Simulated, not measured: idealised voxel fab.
The name of this process module is voxel plated lines.
The width of the displayed cross-section, cut, is 260 nm; its cells are square, with a size of 5 nm.
Cross-section, as written here: a square-cell grid given band by band from the top down, where a band holds one or more rows of cells.
Per band: top height and bottom height in nm, followed by the left-to-right materials and their widths in nm; "full width" marks a single material spanning edge to edge, "blank" marks empty space.
Convention: height 0 is the level below which the wafer, as received, is all one material. The lowest band does not terminate at the bottom but continues downward, represented as "0 down".
Note: "30->40" means the width goes from the first number (top row of the band) to the second number (bottom row) in equal steps per row of cells.
Take "no change" at face value: in the step it is given for, the cross-section changed in none of its cells.
Reported under the label "Unvented voids" are the empty spaces having no open way to the top and comprising 8 cells or more; the notation for each is width x height at distance, in which the distance is measured from the left edge and all three values are in nm.
Read whatever lies past the settings on a step's line as the simulator's own remark about the step.
overlay nm: how far to the right of its planned place the mask lay on this masked step (negative: to the left).
**Here's what the planned process steps look like**
1. RECEIVE: material Si
2. CONFORMAL_DEP: material SiO2, thk nm 5
3. DIRECTIONAL_DEP: material TiN, thk nm 5
4. PATTERN: tone open, mask id LINES, material resist, width nm 30, pitch nm 50, thk nm 35, overlay nm 0
5. EPI: material Ru, thk nm 5
6. EPI: material Ru, thk nm 10
7. EPI: material Ru, thk nm 5
8. STRIP: etch materials resist
9. DIRECTIONAL_ETCH: etch materials TiN, depth nm 5
10. CONFORMAL_DEP: material SiO2, thk nm 10
**Cross-section of the wafer at receipt, which is the condition after step 1**
    0 down: Si full width
    Unvented voids: none
**Wafer cross-section at module end: first of two, run to plan**
    40 to 30: 30 of blank / 200 of SiO2 / 30 of blank
    30 to 15: 30 of blank / 10 of SiO2 / 30 of Ru / 20 of SiO2 / 30 of Ru / 20 of SiO2 / 30 of Ru / 20 of SiO2 / 30 of Ru / 10 of SiO2 / 30 of blank
    15 to 10: 40 of SiO2 / 30 of Ru / 20 of SiO2 / 30 of Ru / 20 of SiO2 / 30 of Ru / 20 of SiO2 / 30 of Ru / 40 of SiO2
    10 to 5: 40 of SiO2 / 30 of TiN / 20 of SiO2 / 30 of TiN / 20 of SiO2 / 30 of TiN / 20 of SiO2 / 30 of TiN / 40 of SiO2
    5 to 0: SiO2 full width
    0 down: Si full width
    Unvented voids: none
**This is the second of the two wafers, cross-sectioned at the end of the module; it started exactly like the first and was given the same plan, but it was run with one mistake**
    45 to 30: 25 of blank / 210 of SiO2 / 25 of blank
    30 to 20: 25 of blank / 15 of SiO2 / 30 of Ru / 20 of SiO2 / 30 of Ru / 20 of SiO2 / 30 of Ru / 20 of SiO2 / 30 of Ru / 15 of SiO2 / 25 of blank
    20 to 10: 40 of SiO2 / 30 of Ru / 20 of SiO2 / 30 of Ru / 20 of SiO2 / 30 of Ru / 20 of SiO2 / 30 of Ru / 40 of SiO2
    10 to 5: 40 of SiO2 / 30 of TiN / 20 of SiO2 / 30 of TiN / 20 of SiO2 / 30 of TiN / 20 of SiO2 / 30 of TiN / 40 of SiO2
    5 to 0: SiO2 full width
    0 down: Si full width
    Unvented voids: none
In executing the process, a mistake was made relative to the plan: step 10 was run on a setting that differed from the plan, and what really ran there is CONFORMAL_DEP: material SiO2, thk nm 15
Per the end-of-run cell counts, the second wafer holds more or fewer of some materials than the first: SiO2 +62
